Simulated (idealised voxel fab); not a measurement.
The document below concerns the process module designated voxel capacitor over wiring.
FYI the section here is cut, 220 nm wide, cells are 5 nm squares.
Think of the cross-section as a grid of square cells. We describe it in bands, top to bottom, and each band covers one or more rows of those cells. Heights first: top, then bottom, in nm. Then materials, left to right, each with a width in nm. "throughout" on a single material: fills the band edge to edge. "empty": empty space. Height 0 is the level under which the wafer as received is all one material. The lowest band goes on downwards, as in "0 nm and below". Graded width ("30..40"): value in top row of band = first number; value in bottom row = second number; row-to-row change constant. "remained the same" after a step means that no cell of the cross-section changed. Basically, "Unvented internal voids" tells you about the enclosed voids: empty spaces with no open way to the top, 8 cells or bigger, each written width x height at distance, where distance is from the left edge, all in nm. Past the settings on a step's line: simulator remark, on that step. What "overlay nm" on a step's line means: if the step has a mask, that mask lay this far to the right of its planned place, or, when the value is negative, to the left. Structure of the following material. The material consists of pairs of cross-sections. Each pair comprises the cross-section before one process step and the cross-section after that step, the latter shown only down to the lowest band that changed. The step between the cross-sections is specified beneath each pair, including its settings. Pairs are not necessarily consecutive: they may derive from different runs of this module performed on the same starting wafer. Continuity with the pair above is to be assumed only where the entry headed "Prior to step" of the pair in question states it.
Prior to step:
- 0 nm and below: Si throughout
- Unvented internal voids: none
Resulting Cross-Section:
- 10 nm to 0 nm: SiO2 throughout
- Whatever lies below 0 is exactly as it was before.
- Unvented internal voids: none
The before and after cross-sections above differ by one step: CONFORMAL_DEP, material SiO2, thk nm 10
Prior to step: as shown after the step in the preceding pair, directly above.
Resulting Cross-Section:
- 15 nm to 10 nm: TiN throughout
- Whatever lies below 10 is exactly as it was before.
- Unvented internal voids: none
The before and after cross-sections above differ by one step: DIRECTIONAL_DEP, material TiN, thk nm 5
Prior to step: as shown after the step in the preceding pair, directly above.
Resulting Cross-Section:
- 30 nm to 15 nm: Ru throughout
- Whatever lies below 15 is exactly as it was before.
- Unvented internal voids: none
The before and after cross-sections above differ by one step: DIRECTIONAL_DEP, material Ru, thk nm 15
Prior to step: as shown after the step in the preceding pair, directly above.
Resulting Cross-Section:
- 45 nm to 30 nm: aC throughout
- Whatever lies below 30 is exactly as it was before.
- Unvented internal voids: none
The before and after cross-sections above differ by one step: DIRECTIONAL_DEP, material aC, thk nm 15
Prior to step: as shown after the step in the preceding pair, directly above.
Resulting Cross-Section:
- 80 nm to 45 nm: empty=50, then resist=30, then empty=60, then resist=30, then empty=50
- Whatever lies below 45 is exactly as it was before.
- Unvented internal voids: none
The before and after cross-sections above differ by one step: PATTERN, tone cover, mask id METAL_1, material resist, width nm 30, pitch nm 90, thk nm 35, overlay nm 0
Prior to step: as shown after the step in the preceding pair, directly above.
Resulting Cross-Section:
- 65 nm to 45 nm: empty=50, then resist=30, then empty=60, then resist=30, then empty=50
- 45 nm to 30 nm: empty=50, then aC=30, then empty=60, then aC=30, then empty=50
- Whatever lies below 30 is exactly as it was before.
- Unvented internal voids: none
The before and after cross-sections above differ by one step: DIRECTIONAL_ETCH, etch materials aC, depth nm 15
Prior to step: as shown after the step in the preceding pair, directly above.
Resulting Cross-Section:
- 45 nm to 30 nm: empty=50, then aC=30, then empty=60, then aC=30, then empty=50
- Whatever lies below 30 is exactly as it was before.
- Unvented internal voids: none
The before and after cross-sections above differ by one step: STRIP, etch materials resist
Prior to step: as shown after the step in the preceding pair, directly above.
Resulting Cross-Section:
- 45 nm to 30 nm: empty=50, then aC=30, then empty=60, then aC=30, then empty=50
- 30 nm to 15 nm: empty=50, then Ru=30, then empty=60, then Ru=30, then empty=50
- Whatever lies below 15 is exactly as it was before.
- Unvented internal voids: none
The before and after cross-sections above differ by one step: DIRECTIONAL_ETCH, etch materials Ru, depth nm 15
Prior to step: as shown after the step in the preceding pair, directly above.
Resulting Cross-Section:
- 45 nm to 30 nm: empty=50, then aC=30, then empty=60, then aC=30, then empty=50
- 30 nm to 15 nm: empty=50, then Ru=30, then empty=60, then Ru=30, then empty=50
- 15 nm to 10 nm: empty=50, then TiN=30, then empty=60, then TiN=30, then empty=50
- Whatever lies below 10 is exactly as it was before.
- Unvented internal voids: none
The before and after cross-sections above differ by one step: DIRECTIONAL_ETCH, etch materials TiN, depth nm 5
Prior to step: as shown after the step in the preceding pair, directly above.
Resulting Cross-Section:
- 30 nm to 15 nm: empty=50, then Ru=30, then empty=60, then Ru=30, then empty=50
- Whatever lies below 15 is exactly as it was before.
- Unvented internal voids: none
The before and after cross-sections above differ by one step: STRIP, etch materials aC
Prior to step: as shown after the step in the preceding pair, directly above.
Resulting Cross-Section:
- 35 nm to 30 nm: empty=45, then SiN=40, then empty=50, then SiN=40, then empty=45
- 30 nm to 15 nm: empty=45, then SiN=5, then Ru=30, then SiN=5, then empty=50, then SiN=5, then Ru=30, then SiN=5, then empty=45
- 15 nm to 10 nm: SiN=50, then TiN=30, then SiN=60, then TiN=30, then SiN=50
- Whatever lies below 10 is exactly as it was before.
- Unvented internal voids: none
The before and after cross-sections above differ by one step: CONFORMAL_DEP, material SiN, thk nm 5
Prior to step: as shown after the step in the preceding pair, directly above.
Resulting Cross-Section:
- 40 nm to 35 nm: lowk throughout
- 35 nm to 30 nm: lowk=45, then SiN=40, then lowk=50, then SiN=40, then lowk=45
- 30 nm to 15 nm: lowk=45, then SiN=5, then Ru=30, then SiN=5, then lowk=50, then SiN=5, then Ru=30, then SiN=5, then lowk=45
- Whatever lies below 15 is exactly as it was before.
- Unvented internal voids: none
The before and after cross-sections above differ by one step: FILL_DEP, material lowk, thk nm 5
Prior to step: as shown after the step in the preceding pair, directly above.
Resulting Cross-Section:
- 30 nm to 15 nm: lowk=45, then SiN=5, then Ru=30, then SiN=5, then lowk=50, then SiN=5, then Ru=30, then SiN=5, then lowk=45
- Whatever lies below 15 is exactly as it was before.
- Unvented internal voids: none
The before and after cross-sections above differ by one step: CMP, height nm 30
Prior to step: as shown after the step in the preceding pair, directly above.
Resulting Cross-Section:
- 35 nm to 30 nm: SiCN throughout
- Whatever lies below 30 is exactly as it was before.
- Unvented internal voids: none
The before and after cross-sections above differ by one step: CONFORMAL_DEP, material SiCN, thk nm 5
Prior to step: as shown after the step in the preceding pair, directly above.
Resulting Cross-Section:
- 45 nm to 35 nm: SiO2 throughout
- Whatever lies below 35 is exactly as it was before.
- Unvented internal voids: none
The before and after cross-sections above differ by one step: DIRECTIONAL_DEP, material SiO2, thk nm 10
Prior to step: as shown after the step in the preceding pair, directly above.
Resulting Cross-Section:
- 60 nm to 45 nm: resist=65, then empty=15, then resist=140
- Whatever lies below 45 is exactly as it was before.
- Unvented internal voids: none
The before and after cross-sections above differ by one step: PATTERN, tone open, mask id PLUG_1, material resist, width nm 15, thk nm 15, overlay nm 0
Prior to step: as shown after the step in the preceding pair, directly above.
Resulting Cross-Section:
- 60 nm to 45 nm: resist=65, then empty=15, then resist=140
- 45 nm to 35 nm: SiO2=65, then empty=15, then SiO2=140
- Whatever lies below 35 is exactly as it was before.
- Unvented internal voids: none
The before and after cross-sections above differ by one step: DIRECTIONAL_ETCH, etch materials SiO2, depth nm 10
Prior to step: as shown after the step in the preceding pair, directly above.
Resulting Cross-Section:
- 60 nm to 45 nm: resist=65, then empty=15, then resist=140
- 45 nm to 35 nm: SiO2=65, then empty=15, then SiO2=140
- 35 nm to 30 nm: SiCN=65, then empty=15, then SiCN=140
- Whatever lies below 30 is exactly as it was before.
- Unvented internal voids: none
The before and after cross-sections above differ by one step: DIRECTIONAL_ETCH, etch materials SiCN, depth nm 5
Prior to step: as shown after the step in the preceding pair, directly above.
Resulting Cross-Section:
- 45 nm to 35 nm: SiO2=65, then empty=15, then SiO2=140
- Whatever lies below 35 is exactly as it was before.
- Unvented internal voids: none
The before and after cross-sections above differ by one step: STRIP, etch materials resist
Prior to step: as shown after the step in the preceding pair, directly above.
Resulting Cross-Section:
- 50 nm to 45 nm: TiN=70, then empty=5, then TiN=145
- 45 nm to 35 nm: SiO2=65, then TiN=5, then empty=5, then TiN=5, then SiO2=140
- 35 nm to 30 nm: SiCN=65, then TiN=15, then SiCN=140
- Whatever lies below 30 is exactly as it was before.
- Unvented internal voids: none
The before and after cross-sections above differ by one step: CONFORMAL_DEP, material TiN, thk nm 5
Prior to step: as shown after the step in the preceding pair, directly above.
Resulting Cross-Section:
- 55 nm to 50 nm: Cu throughout
- 50 nm to 45 nm: TiN=70, then Cu=5, then TiN=145
- 45 nm to 35 nm: SiO2=65, then TiN=5, then Cu=5, then TiN=5, then SiO2=140
- Whatever lies below 35 is exactly as it was before.
- Unvented internal voids: none
The before and after cross-sections above differ by one step: FILL_DEP, material Cu, thk nm 5
Prior to step: as shown after the step in the preceding pair, directly above.
Resulting Cross-Section:
- 45 nm to 35 nm: SiO2=65, then TiN=5, then Cu=5, then TiN=5, then SiO2=140
- Whatever lies below 35 is exactly as it was before.
- Unvented internal voids: none
The before and after cross-sections above differ by one step: CMP, height nm 45
Prior to step: as shown after the step in the preceding pair, directly above.
Resulting Cross-Section:
- 55 nm to 45 nm: TiN throughout
- Whatever lies below 45 is exactly as it was before.
- Unvented internal voids: none
The before and after cross-sections above differ by one step: DIRECTIONAL_DEP, material TiN, thk nm 10
Prior to step: as shown after the step in the preceding pair, directly above.
Resulting Cross-Section:
- 60 nm to 55 nm: SiN throughout
- Whatever lies below 55 is exactly as it was before.
- Unvented internal voids: none
The before and after cross-sections above differ by one step: DIRECTIONAL_DEP, material SiN, thk nm 5
Prior to step: as shown after the step in the preceding pair, directly above.
Resulting Cross-Section:
- 65 nm to 60 nm: TiN throughout
- Whatever lies below 60 is exactly as it was before.
- Unvented internal voids: none
The before and after cross-sections above differ by one step: DIRECTIONAL_DEP, material TiN, thk nm 5
Prior to step: as shown after the step in the preceding pair, directly above.
Resulting Cross-Section:
- 65 nm to 60 nm: empty=65, then TiN=65, then empty=90
- Whatever lies below 60 is exactly as it was before.
- Unvented internal voids: none
The before and after cross-sections above differ by one step: MASKED_ETCH, tone cover, mask id UPPER_PLATE, width nm 65, etch materials TiN, depth nm 5, overlay nm 0
Prior to step: as shown after the step in the preceding pair, directly above.
Resulting Cross-Section:
- 65 nm to 60 nm: empty=65, then TiN=65, then empty=90
- 60 nm to 55 nm: empty=65, then SiN=65, then empty=90
- Whatever lies below 55 is exactly as it was before.
- Unvented internal voids: none
The before and after cross-sections above differ by one step: MASKED_ETCH, tone cover, mask id UPPER_PLATE, width nm 65, etch materials SiN, depth nm 5, overlay nm 0
Prior to step: as shown after the step in the preceding pair, directly above.
Resulting Cross-Section:
- 80 nm to 70 nm: empty=65, then aC=65, then empty=90
- 70 nm to 65 nm: aC throughout
- 65 nm to 60 nm: aC=65, then TiN=65, then aC=90
- 60 nm to 55 nm: aC=65, then SiN=65, then aC=90
- Whatever lies below 55 is exactly as it was before.
- Unvented internal voids: none
The before and after cross-sections above differ by one step: DIRECTIONAL_DEP, material aC, thk nm 15
Prior to step: as shown after the step in the preceding pair, directly above.
Resulting Cross-Section:
- 115 nm to 80 nm: empty=60, then resist=75, then empty=85
- 80 nm to 70 nm: empty=60, then resist=5, then aC=65, then resist=5, then empty=85
- Whatever lies below 70 is exactly as it was before.
- Unvented internal voids: none
The before and after cross-sections above differ by one step: PATTERN, tone cover, mask id LOWER_PLATE, material resist, width nm 75, thk nm 35, overlay nm 0
Prior to step: as shown after the step in the preceding pair, directly above.
Resulting Cross-Section:
- 100 nm to 80 nm: empty=60, then resist=75, then empty=85
- 80 nm to 70 nm: empty=60, then resist=5, then aC=65, then resist=5, then empty=85
- 70 nm to 65 nm: empty=60, then aC=75, then empty=85
- 65 nm to 60 nm: empty=60, then aC=5, then TiN=65, then aC=5, then empty=85
- 60 nm to 55 nm: empty=60, then aC=5, then SiN=65, then aC=5, then empty=85
- Whatever lies below 55 is exactly as it was before.
- Unvented internal voids: none
The before and after cross-sections above differ by one step: DIRECTIONAL_ETCH, etch materials aC, depth nm 15
Prior to step: as shown after the step in the preceding pair, directly above.
Resulting Cross-Section:
- 80 nm to 70 nm: empty=65, then aC=65, then empty=90
- Whatever lies below 70 is exactly as it was before.
- Unvented internal voids: none
The before and after cross-sections above differ by one step: STRIP, etch materials resist
Prior to step: as shown after the step in the preceding pair, directly above.
Resulting Cross-Section:
- 80 nm to 70 nm: empty=65, then aC=65, then empty=90
- 70 nm to 65 nm: empty=60, then aC=75, then empty=85
- 65 nm to 60 nm: empty=60, then aC=5, then TiN=65, then aC=5, then empty=85
- 60 nm to 55 nm: empty=60, then aC=5, then SiN=65, then aC=5, then empty=85
- 55 nm to 45 nm: empty=60, then TiN=75, then empty=85
- Whatever lies below 45 is exactly as it was before.
- Unvented internal voids: none
The before and after cross-sections above differ by one step: DIRECTIONAL_ETCH, etch materials TiN, depth nm 10
Prior to step: as shown after the step in the preceding pair, directly above.
Resulting Cross-Section:
- 65 nm to 60 nm: empty=65, then TiN=65, then empty=90
- 60 nm to 55 nm: empty=65, then SiN=65, then empty=90
- Whatever lies below 55 is exactly as it was before.
- Unvented internal voids: none
The before and after cross-sections above differ by one step: STRIP, etch materials aC
Prior to step: as shown after the step in the preceding pair, directly above.
Resulting Cross-Section:
- 80 nm to 65 nm: SiO2 throughout
- 65 nm to 60 nm: SiO2=65, then TiN=65, then SiO2=90
- 60 nm to 55 nm: SiO2=65, then SiN=65, then SiO2=90
- 55 nm to 45 nm: SiO2=60, then TiN=75, then SiO2=85
- Whatever lies below 45 is exactly as it was before.
- Unvented internal voids: none
The before and after cross-sections above differ by one step: FILL_DEP, material SiO2, thk nm 15
Prior to step: as shown after the step in the preceding pair, directly above.
Resulting Cross-Section:
- 75 nm to 65 nm: SiO2 throughout
- Whatever lies below 65 is exactly as it was before.
- Unvented internal voids: none
The before and after cross-sections above differ by one step: CMP, height nm 75
Prior to step: as shown after the step in the preceding pair, directly above.
Resulting Cross-Section:
- 75 nm to 65 nm: SiO2=75, then empty=15, then SiO2=130
- Whatever lies below 65 is exactly as it was before.
- Unvented internal voids: none
The before and after cross-sections above differ by one step: MASKED_ETCH, tone open, mask id PLUG_2, width nm 15, etch materials SiO2, depth nm 10, overlay nm 0
Prior to step: as shown after the step in the preceding pair, directly above.
Resulting Cross-Section:
- 80 nm to 75 nm: TiN=80, then empty=5, then TiN=135
- 75 nm to 70 nm: SiO2=75, then TiN=5, then empty=5, then TiN=5, then SiO2=130
- 70 nm to 60 nm: SiO2=75..65, then TiN=15..65, then SiO2=130..90
- Whatever lies below 60 is exactly as it was before.
- Unvented internal voids: none
The before and after cross-sections above differ by one step: CONFORMAL_DEP, material TiN, thk nm 5
Prior to step: as shown after the step in the preceding pair, directly above.
Resulting Cross-Section:
- 85 nm to 80 nm: Ru throughout
- 80 nm to 75 nm: TiN=80, then Ru=5, then TiN=135
- 75 nm to 70 nm: SiO2=75, then TiN=5, then Ru=5, then TiN=5, then SiO2=130
- Whatever lies below 70 is exactly as it was before.
- Unvented internal voids: none
The before and after cross-sections above differ by one step: FILL_DEP, material Ru, thk nm 5
Prior to step: as shown after the step in the preceding pair, directly above.
Resulting Cross-Section:
- 75 nm to 70 nm: SiO2=75, then TiN=5, then Ru=5, then TiN=5, then SiO2=130
- Whatever lies below 70 is exactly as it was before.
- Unvented internal voids: none
The before and after cross-sections above differ by one step: CMP, height nm 75
Prior to step: as shown after the step in the preceding pair, directly above.
Resulting Cross-Section:
- 80 nm to 75 nm: SiCN throughout
- Whatever lies below 75 is exactly as it was before.
- Unvented internal voids: none
The before and after cross-sections above differ by one step: CONFORMAL_DEP, material SiCN, thk nm 5
Prior to step:
- 60 nm to 55 nm: SiN throughout
- 55 nm to 45 nm: TiN throughout
- 45 nm to 35 nm: SiO2=65, then TiN=5, then Cu=5, then TiN=5, then SiO2=140
- 35 nm to 30 nm: SiCN=65, then TiN=15, then SiCN=140
- 30 nm to 15 nm: lowk=45, then SiN=5, then Ru=30, then SiN=5, then lowk=50, then SiN=5, then Ru=30, then SiN=5, then lowk=45
- 15 nm to 10 nm: SiN=50, then TiN=30, then SiN=60, then TiN=30, then SiN=50
- 10 nm to 0 nm: SiO2 throughout
- 0 nm and below: Si throughout
- Unvented internal voids: none
Resulting Cross-Section:
- 60 nm to 55 nm: empty=65, then SiN=65, then empty=90
- Whatever lies below 55 is exactly as it was before.
- Unvented internal voids: none
The before and after cross-sections above differ by one step: MASKED_ETCH, tone cover, mask id UPPER_PLATE, width nm 65, etch materials SiN, depth nm 5, overlay nm 0
Prior to step: as shown after the step in the preceding pair, directly above.
Resulting Cross-Section:
- 75 nm to 70 nm: empty=65, then aC=65, then empty=90
- 70 nm to 60 nm: aC throughout
- 60 nm to 55 nm: aC=65, then SiN=65, then aC=90
- Whatever lies below 55 is exactly as it was before.
- Unvented internal voids: none
The before and after cross-sections above differ by one step: DIRECTIONAL_DEP, material aC, thk nm 15
Prior to step: as shown after the step in the preceding pair, directly above.
Resulting Cross-Section:
- 110 nm to 75 nm: empty=60, then resist=75, then empty=85
- 75 nm to 70 nm: empty=60, then resist=5, then aC=65, then resist=5, then empty=85
- Whatever lies below 70 is exactly as it was before.
- Unvented internal voids: none
The before and after cross-sections above differ by one step: PATTERN, tone cover, mask id LOWER_PLATE, material resist, width nm 75, thk nm 35, overlay nm 0
Prior to step: as shown after the step in the preceding pair, directly above.
Resulting Cross-Section:
- 95 nm to 75 nm: empty=60, then resist=75, then empty=85
- 75 nm to 70 nm: empty=60, then resist=5, then aC=65, then resist=5, then empty=85
- 70 nm to 60 nm: empty=60, then aC=75, then empty=85
- 60 nm to 55 nm: empty=60, then aC=5, then SiN=65, then aC=5, then empty=85
- Whatever lies below 55 is exactly as it was before.
- Unvented internal voids: none
The before and after cross-sections above differ by one step: DIRECTIONAL_ETCH, etch materials aC, depth nm 15
Prior to step: as shown after the step in the preceding pair, directly above.
Resulting Cross-Section:
- 75 nm to 70 nm: empty=65, then aC=65, then empty=90
- Whatever lies below 70 is exactly as it was before.
- Unvented internal voids: none
The before and after cross-sections above differ by one step: STRIP, etch materials resist
Prior to step: as shown after the step in the preceding pair, directly above.
Resulting Cross-Section:
- 75 nm to 70 nm: empty=65, then aC=65, then empty=90
- 70 nm to 60 nm: empty=60, then aC=75, then empty=85
- 60 nm to 55 nm: empty=60, then aC=5, then SiN=65, then aC=5, then empty=85
- 55 nm to 45 nm: empty=60, then TiN=75, then empty=85
- Whatever lies below 45 is exactly as it was before.
- Unvented internal voids: none
The before and after cross-sections above differ by one step: DIRECTIONAL_ETCH, etch materials TiN, depth nm 10
Prior to step: as shown after the step in the preceding pair, directly above.
Resulting Cross-Section:
- 60 nm to 55 nm: empty=65, then SiN=65, then empty=90
- Whatever lies below 55 is exactly as it was before.
- Unvented internal voids: none
The before and after cross-sections above differ by one step: STRIP, etch materials aC
Prior to step: as shown after the step in the preceding pair, directly above.
Resulting Cross-Section:
- 75 nm to 60 nm: SiO2 throughout
- 60 nm to 55 nm: SiO2=65, then SiN=65, then SiO2=90
- 55 nm to 45 nm: SiO2=60, then TiN=75, then SiO2=85
- Whatever lies below 45 is exactly as it was before.
- Unvented internal voids: none
The before and after cross-sections above differ by one step: FILL_DEP, material SiO2, thk nm 15
Prior to step: as shown after the step in the preceding pair, directly above.
Resulting Cross-Section:
- 75 nm to 65 nm: SiO2=75, then empty=15, then SiO2=130
- Whatever lies below 65 is exactly as it was before.
- Unvented internal voids: none
The before and after cross-sections above differ by one step: MASKED_ETCH, tone open, mask id PLUG_2, width nm 15, etch materials SiO2, depth nm 10, overlay nm 0
Prior to step: as shown after the step in the preceding pair, directly above.
Resulting Cross-Section:
- 80 nm to 75 nm: TiN=80, then empty=5, then TiN=135
- 75 nm to 70 nm: SiO2=75, then TiN=5, then empty=5, then TiN=5, then SiO2=130
- 70 nm to 65 nm: SiO2=75, then TiN=15, then SiO2=130
- Whatever lies below 65 is exactly as it was before.
- Unvented internal voids: none
The before and after cross-sections above differ by one step: CONFORMAL_DEP, material TiN, thk nm 5
Prior to step: as shown after the step in the preceding pair, directly above.
Resulting Cross-Section:
- 85 nm to 80 nm: Ru throughout
- 80 nm to 75 nm: TiN=80, then Ru=5, then TiN=135
- 75 nm to 70 nm: SiO2=75, then TiN=5, then Ru=5, then TiN=5, then SiO2=130
- Whatever lies below 70 is exactly as it was before.
- Unvented internal voids: none
The before and after cross-sections above differ by one step: FILL_DEP, material Ru, thk nm 5
Prior to step: as shown after the step in the preceding pair, directly above.
Resulting Cross-Section:
- 75 nm to 70 nm: SiO2=75, then TiN=5, then Ru=5, then TiN=5, then SiO2=130
- Whatever lies below 70 is exactly as it was before.
- Unvented internal voids: none
The before and after cross-sections above differ by one step: CMP, height nm 75
Prior to step: as shown after the step in the preceding pair, directly above.
Resulting Cross-Section:
- 80 nm to 75 nm: SiCN throughout
- Whatever lies below 75 is exactly as it was before.
- Unvented internal voids: none
The before and after cross-sections above differ by one step: CONFORMAL_DEP, material SiCN, thk nm 5
Prior to step:
- 55 nm to 45 nm: TiN throughout
- 45 nm to 35 nm: SiO2=65, then TiN=5, then Cu=5, then TiN=5, then SiO2=140
- 35 nm to 30 nm: SiCN=65, then TiN=15, then SiCN=140
- 30 nm to 15 nm: lowk=45, then SiN=5, then Ru=30, then SiN=5, then lowk=50, then SiN=5, then Ru=30, then SiN=5, then lowk=45
- 15 nm to 10 nm: SiN=50, then TiN=30, then SiN=60, then TiN=30, then SiN=50
- 10 nm to 0 nm: SiO2 throughout
- 0 nm and below: Si throughout
- Unvented internal voids: none
Resulting Cross-Section:
- 60 nm to 45 nm: TiN throughout
- Whatever lies below 45 is exactly as it was before.
- Unvented internal voids: none
The before and after cross-sections above differ by one step: DIRECTIONAL_DEP, material TiN, thk nm 5
Prior to step: as shown after the step in the preceding pair, directly above.
Resulting Cross-Section:
- 65 nm to 60 nm: SiN throughout
- Whatever lies below 60 is exactly as it was before.
- Unvented internal voids: none
The before and after cross-sections above differ by one step: DIRECTIONAL_DEP, material SiN, thk nm 5
Prior to step: as shown after the step in the preceding pair, directly above.
Resulting Cross-Section:
- 65 nm to 60 nm: empty=65, then SiN=65, then empty=90
- Whatever lies below 60 is exactly as it was before.
- Unvented internal voids: none
The before and after cross-sections above differ by one step: MASKED_ETCH, tone cover, mask id UPPER_PLATE, width nm 65, etch materials SiN, depth nm 5, overlay nm 0
Prior to step: as shown after the step in the preceding pair, directly above.
Resulting Cross-Section:
- 80 nm to 75 nm: empty=65, then aC=65, then empty=90
- 75 nm to 65 nm: aC throughout
- 65 nm to 60 nm: aC=65, then SiN=65, then aC=90
- Whatever lies below 60 is exactly as it was before.
- Unvented internal voids: none
The before and after cross-sections above differ by one step: DIRECTIONAL_DEP, material aC, thk nm 15
Prior to step: as shown after the step in the preceding pair, directly above.
Resulting Cross-Section:
- 115 nm to 80 nm: empty=60, then resist=75, then empty=85
- 80 nm to 75 nm: empty=60, then resist=5, then aC=65, then resist=5, then empty=85
- Whatever lies below 75 is exactly as it was before.
- Unvented internal voids: none
The before and after cross-sections above differ by one step: PATTERN, tone cover, mask id LOWER_PLATE, material resist, width nm 75, thk nm 35, overlay nm 0
Prior to step: as shown after the step in the preceding pair, directly above.
Resulting Cross-Section:
- 100 nm to 80 nm: empty=60, then resist=75, then empty=85
- 80 nm to 75 nm: empty=60, then resist=5, then aC=65, then resist=5, then empty=85
- 75 nm to 65 nm: empty=60, then aC=75, then empty=85
- 65 nm to 60 nm: empty=60, then aC=5, then SiN=65, then aC=5, then empty=85
- Whatever lies below 60 is exactly as it was before.
- Unvented internal voids: none
The before and after cross-sections above differ by one step: DIRECTIONAL_ETCH, etch materials aC, depth nm 15
Prior to step: as shown after the step in the preceding pair, directly above.
Resulting Cross-Section:
- 80 nm to 75 nm: empty=65, then aC=65, then empty=90
- Whatever lies below 75 is exactly as it was before.
- Unvented internal voids: none
The before and after cross-sections above differ by one step: STRIP, etch materials resist
Prior to step: as shown after the step in the preceding pair, directly above.
Resulting Cross-Section:
- 80 nm to 75 nm: empty=65, then aC=65, then empty=90
- 75 nm to 65 nm: empty=60, then aC=75, then empty=85
- 65 nm to 60 nm: empty=60, then aC=5, then SiN=65, then aC=5, then empty=85
- 60 nm to 50 nm: empty=60, then TiN=75, then empty=85
- Whatever lies below 50 is exactly as it was before.
- Unvented internal voids: none
The before and after cross-sections above differ by one step: DIRECTIONAL_ETCH, etch materials TiN, depth nm 10
Prior to step: as shown after the step in the preceding pair, directly above.
Resulting Cross-Section:
- 65 nm to 60 nm: empty=65, then SiN=65, then empty=90
- Whatever lies below 60 is exactly as it was before.
- Unvented internal voids: none
The before and after cross-sections above differ by one step: STRIP, etch materials aC
Prior to step: as shown after the step in the preceding pair, directly above.
Resulting Cross-Section:
- 80 nm to 65 nm: SiO2 throughout
- 65 nm to 60 nm: SiO2=65, then SiN=65, then SiO2=90
- 60 nm to 50 nm: SiO2=60, then TiN=75, then SiO2=85
- Whatever lies below 50 is exactly as it was before.
- Unvented internal voids: none
The before and after cross-sections above differ by one step: FILL_DEP, material SiO2, thk nm 15
Prior to step: as shown after the step in the preceding pair, directly above.
Resulting Cross-Section:
- 75 nm to 65 nm: SiO2 throughout
- Whatever lies below 65 is exactly as it was before.
- Unvented internal voids: none
The before and after cross-sections above differ by one step: CMP, height nm 75
Prior to step: as shown after the step in the preceding pair, directly above.
Resulting Cross-Section:
- 75 nm to 65 nm: SiO2=75, then empty=15, then SiO2=130
- Whatever lies below 65 is exactly as it was before.
- Unvented internal voids: none
The before and after cross-sections above differ by one step: MASKED_ETCH, tone open, mask id PLUG_2, width nm 15, etch materials SiO2, depth nm 10, overlay nm 0
Prior to step: as shown after the step in the preceding pair, directly above.
Resulting Cross-Section:
- 80 nm to 75 nm: TiN=80, then empty=5, then TiN=135
- 75 nm to 70 nm: SiO2=75, then TiN=5, then empty=5, then TiN=5, then SiO2=130
- 70 nm to 65 nm: SiO2=75, then TiN=15, then SiO2=130
- Whatever lies below 65 is exactly as it was before.
- Unvented internal voids: none
The before and after cross-sections above differ by one step: CONFORMAL_DEP, material TiN, thk nm 5
Prior to step: as shown after the step in the preceding pair, directly above.
Resulting Cross-Section:
- 85 nm to 80 nm: Ru throughout
- 80 nm to 75 nm: TiN=80, then Ru=5, then TiN=135
- 75 nm to 70 nm: SiO2=75, then TiN=5, then Ru=5, then TiN=5, then SiO2=130
- Whatever lies below 70 is exactly as it was before.
- Unvented internal voids: none
The before and after cross-sections above differ by one step: FILL_DEP, material Ru, thk nm 5
Prior to step: as shown after the step in the preceding pair, directly above.
Resulting Cross-Section:
- 75 nm to 70 nm: SiO2=75, then TiN=5, then Ru=5, then TiN=5, then SiO2=130
- Whatever lies below 70 is exactly as it was before.
- Unvented internal voids: none
The before and after cross-sections above differ by one step: CMP, height nm 75
Prior to step: as shown after the step in the preceding pair, directly above.
Resulting Cross-Section:
- 80 nm to 75 nm: SiCN throughout
- Whatever lies below 75 is exactly as it was before.
- Unvented internal voids: none
The before and after cross-sections above differ by one step: CONFORMAL_DEP, material SiCN, thk nm 5
Prior to step:
- 10 nm to 0 nm: SiO2 throughout
- 0 nm and below: Si throughout
- Unvented internal voids: none
Resulting Cross-Section:
- 25 nm to 10 nm: TiN throughout
- Whatever lies below 10 is exactly as it was before.
- Unvented internal voids: none
The before and after cross-sections above differ by one step: DIRECTIONAL_DEP, material TiN, thk nm 15
Prior to step: as shown after the step in the preceding pair, directly above.
Resulting Cross-Section:
- 40 nm to 25 nm: Ru throughout
- Whatever lies below 25 is exactly as it was before.
- Unvented internal voids: none
The before and after cross-sections above differ by one step: DIRECTIONAL_DEP, material Ru, thk nm 15
Prior to step: as shown after the step in the preceding pair, directly above.
Resulting Cross-Section:
- 55 nm to 40 nm: aC throughout
- Whatever lies below 40 is exactly as it was before.
- Unvented internal voids: none
The before and after cross-sections above differ by one step: DIRECTIONAL_DEP, material aC, thk nm 15
Prior to step: as shown after the step in the preceding pair, directly above.
Resulting Cross-Section:
- 90 nm to 55 nm: empty=50, then resist=30, then empty=60, then resist=30, then empty=50
- Whatever lies below 55 is exactly as it was before.
- Unvented internal voids: none
The before and after cross-sections above differ by one step: PATTERN, tone cover, mask id METAL_1, material resist, width nm 30, pitch nm 90, thk nm 35, overlay nm 0
Prior to step: as shown after the step in the preceding pair, directly above.
Resulting Cross-Section:
- 75 nm to 55 nm: empty=50, then resist=30, then empty=60, then resist=30, then empty=50
- 55 nm to 40 nm: empty=50, then aC=30, then empty=60, then aC=30, then empty=50
- Whatever lies below 40 is exactly as it was before.
- Unvented internal voids: none
The before and after cross-sections above differ by one step: DIRECTIONAL_ETCH, etch materials aC, depth nm 15
Prior to step: as shown after the step in the preceding pair, directly above.
Resulting Cross-Section:
- 55 nm to 40 nm: empty=50, then aC=30, then empty=60, then aC=30, then empty=50
- Whatever lies below 40 is exactly as it was before.
- Unvented internal voids: none
The before and after cross-sections above differ by one step: STRIP, etch materials resist
Prior to step: as shown after the step in the preceding pair, directly above.
Resulting Cross-Section:
- 55 nm to 40 nm: empty=50, then aC=30, then empty=60, then aC=30, then empty=50
- 40 nm to 25 nm: empty=50, then Ru=30, then empty=60, then Ru=30, then empty=50
- Whatever lies below 25 is exactly as it was before.
- Unvented internal voids: none
The before and after cross-sections above differ by one step: DIRECTIONAL_ETCH, etch materials Ru, depth nm 15
Prior to step: as shown after the step in the preceding pair, directly above.
Resulting Cross-Section:
- 55 nm to 40 nm: empty=50, then aC=30, then empty=60, then aC=30, then empty=50
- 40 nm to 25 nm: empty=50, then Ru=30, then empty=60, then Ru=30, then empty=50
- 25 nm to 20 nm: empty=50, then TiN=30, then empty=60, then TiN=30, then empty=50
- Whatever lies below 20 is exactly as it was before.
- Unvented internal voids: none
The before and after cross-sections above differ by one step: DIRECTIONAL_ETCH, etch materials TiN, depth nm 5
Prior to step: as shown after the step in the preceding pair, directly above.
Resulting Cross-Section:
- 40 nm to 25 nm: empty=50, then Ru=30, then empty=60, then Ru=30, then empty=50
- Whatever lies below 25 is exactly as it was before.
- Unvented internal voids: none
The before and after cross-sections above differ by one step: STRIP, etch materials aC
